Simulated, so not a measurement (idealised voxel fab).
The process module that follows is named voxel self aligned contacts.
Cross-section cut: width 290 nm, square cells of 5 nm.
Cross-section format: a grid of square cells, given as bands from top to bottom; each band is one or more rows of cells. Quick guide to a band line: top height, bottom height (nm) up front; then every material left to right with its width in nm. Only one material and it's marked "all across"? Then it fills the band edge to edge. And "air" just means empty space. Heights from 0 (as-received wafer is one material below). Bottom band endless downward, as "from 0 down". The two numbers in a width such as "30->40" mark its ends across the band: the first belongs to the top row of cells, the second to the bottom row, and from each row to the next the width moves by the same amount. Basically "nothing different" means that step didn't change any cell in the cross-section. So "Sealed void inventory" is basically the list of trapped voids: any empty space of 8 cells or more that can't reach the top through an opening. They're written width x height at distance, the distance being from the left edge, and it's all nm. If you see something after the settings on a step's line, that's the simulator's own remark about that step. "overlay nm" on a masked step: distance the mask lay right of its planned place, negative for left.

# The steps planned for the process are as follows
1 RECEIVE, material Si
2 CONFORMAL_DEP, material SiO2, thk nm 5
3 DIRECTIONAL_DEP, material polySi, thk nm 25
4 DIRECTIONAL_DEP, material SiN, thk nm 15
5 PATTERN, tone cover, mask id GATE, material resist, width nm 35, pitch nm 60, thk nm 15, overlay nm 0
6 DIRECTIONAL_ETCH, etch materials SiN, depth nm 15
7 DIRECTIONAL_ETCH, etch materials polySi, depth nm 25
8 STRIP, etch materials resist
9 CONFORMAL_DEP, material SiN, thk nm 5
10 DIRECTIONAL_ETCH, etch materials SiN, depth nm 5
11 FILL_DEP, material SiO2, thk nm 20
12 CMP, height nm 55
13 DIRECTIONAL_DEP, material aC, thk nm 15
14 PATTERN, tone open, mask id CONTACT, material resist, width nm 35, thk nm 35, overlay nm 0
15 DIRECTIONAL_ETCH, etch materials aC, depth nm 15
16 STRIP, etch materials resist
17 DIRECTIONAL_ETCH, etch materials SiO2, depth nm 55
18 STRIP, etch materials aC
19 CONFORMAL_DEP, material TiN, thk nm 5
20 FILL_DEP, material Ru, thk nm 10
21 CMP, height nm 55
22 CONFORMAL_DEP, material SiCN, thk nm 5

# The cross-section here shows the wafer as received, i.e. in its state after step 1
	from 0 down: Si all across
	Sealed void inventory: none

# The following cross-section depicts the wafer upon conclusion of the module. Processing commenced from the starting condition illustrated above and adhered to the plan illustrated above, save for one mistake in execution
	from 60 to 55: SiCN all across
	from 55 to 50: SiO2 125 / TiN 5 / Ru 25 / TiN 5 / SiO2 130
	from 50 to 45: SiO2 125 / TiN 35 / SiO2 130
	from 45 to 30: SiN 100 / SiO2 25 / SiN 35 / SiO2 25 / SiN 105
	from 30 to 5: polySi 95 / SiN 5 / SiO2 25 / SiN 5 / polySi 25 / SiN 5 / SiO2 25 / SiN 5 / polySi 100
	from 5 to 0: SiO2 all across
	from 0 down: Si all across
	Sealed void inventory: none
What was done differently from what was planned? not per plan at step 5, really ran PATTERN, tone open, mask id GATE, material resist, width nm 35, pitch nm 60, thk nm 15, overlay nm 0
